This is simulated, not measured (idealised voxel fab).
Proc. module: voxel air gaps
Pictured: cross-section cut, 210 nm wide, on a grid of 5 nm square cells.
Heads up, the way a cross-section reads in here is a grid of square cells, handed over as bands from the top down, with every band being one or more rows of cells.
Top, bottom (nm), then materials left to right with widths (nm); lone material tagged "all across" fills the whole band edge to edge; "air" = empty space.
Convention: height 0 is the level below which the wafer, as received, is all one material. The lowest band does not terminate at the bottom but continues downward, represented as "top 0, no bottom".
The width entry "30->40" should be interpreted row by row: the top row of cells in the band takes the first number, the bottom row takes the second number, and the change between adjacent rows is uniform throughout.
Take "nothing was modified" at face value: in the step it is given for, the cross-section changed in none of its cells.
Voids not open to the top, 8 cells minimum: see "Fully enclosed voids". Written width x height at distance; distance is from the left edge; nm.
Heads up: the bit after the settings on a step's line is the simulator's remark on that step.
The line of a step may include "overlay nm". On a step with a mask, this value is how far to the right of its planned place the mask lay. A negative value means the mask lay to the left.
## Set out below are the planned steps of the process
1,RECEIVE (material Si)
2,CONFORMAL_DEP (material SiO2; thk nm 10)
3,CONFORMAL_DEP (material SiN; thk nm 5)
4,DIRECTIONAL_DEP (material lowk; thk nm 40)
5,PATTERN (tone open; mask id LINES; material resist; width nm 15; pitch nm 40; thk nm 15; overlay nm 0)
6,DIRECTIONAL_ETCH (etch materials lowk; depth nm 40)
7,STRIP (etch materials resist)
8,CONFORMAL_DEP (material TiN; thk nm 5)
9,FILL_DEP (material Ru; thk nm 10)
10,CMP (height nm 55)
11,EPI (material Ru; thk nm 10)
12,SELECTIVE_ETCH (etch materials lowk; depth nm 50)
13,CONFORMAL_DEP (material SiCN; thk nm 5)
## As-received wafer cross-section (after step 1)
- top 0, no bottom = Si all across
- Fully enclosed voids: none
## Here's the cross-section of the first of our two wafers at the end of the module - it ran as planned
- top 70, bottom 65 = air 40; SiCN 125; air 45
- top 65, bottom 55 = air 40; SiCN 5; Ru 35; SiCN 5; Ru 35; SiCN 5; Ru 35; SiCN 5; air 45
- top 55, bottom 50 = air 40; SiCN 15; TiN 5; Ru 5; TiN 5; SiCN 25; TiN 5; Ru 5; TiN 5; SiCN 25; TiN 5; Ru 5; TiN 5; SiCN 15; air 45
- top 50, bottom 20 = air 50; SiCN 5; TiN 5; Ru 5; TiN 5; SiCN 5; air 15; SiCN 5; TiN 5; Ru 5; TiN 5; SiCN 5; air 15; SiCN 5; TiN 5; Ru 5; TiN 5; SiCN 5; air 55
- top 20, bottom 15 = SiCN 55; TiN 15; SiCN 25; TiN 15; SiCN 25; TiN 15; SiCN 60
- top 15, bottom 10 = SiN all across
- top 10, bottom 0 = SiO2 all across
- top 0, no bottom = Si all across
- Fully enclosed voids: 15 x 30 at 75; 15 x 30 at 115
## Cross-section, second wafer: same start as the first, same plan as the first, one mistake in running it; taken at the end of the module
- top 70, bottom 65 = SiCN all across
- top 65, bottom 55 = Ru all across
- top 55, bottom 20 = Ru 50; TiN 5; lowk 15; TiN 5; Ru 15; TiN 5; lowk 15; TiN 5; Ru 15; TiN 5; lowk 15; TiN 5; Ru 55
- top 20, bottom 15 = TiN 55; lowk 15; TiN 25; lowk 15; TiN 25; lowk 15; TiN 60
- top 15, bottom 10 = SiN all across
- top 10, bottom 0 = SiO2 all across
- top 0, no bottom = Si all across
- Fully enclosed voids: none
The plan and the run diverged here: rather than as planned, step 5 actually ran as PATTERN (tone cover; mask id LINES; material resist; width nm 15; pitch nm 40; thk nm 15; overlay nm 0)
FYI, end of process, the second wafer has more or fewer cells of some materials than the first: 210 more of Ru, 76 fewer of SiCN, 24 more of TiN, 72 more of lowk
Quick summary for you: first wafer finishes at 2 closed voids, second at 0.
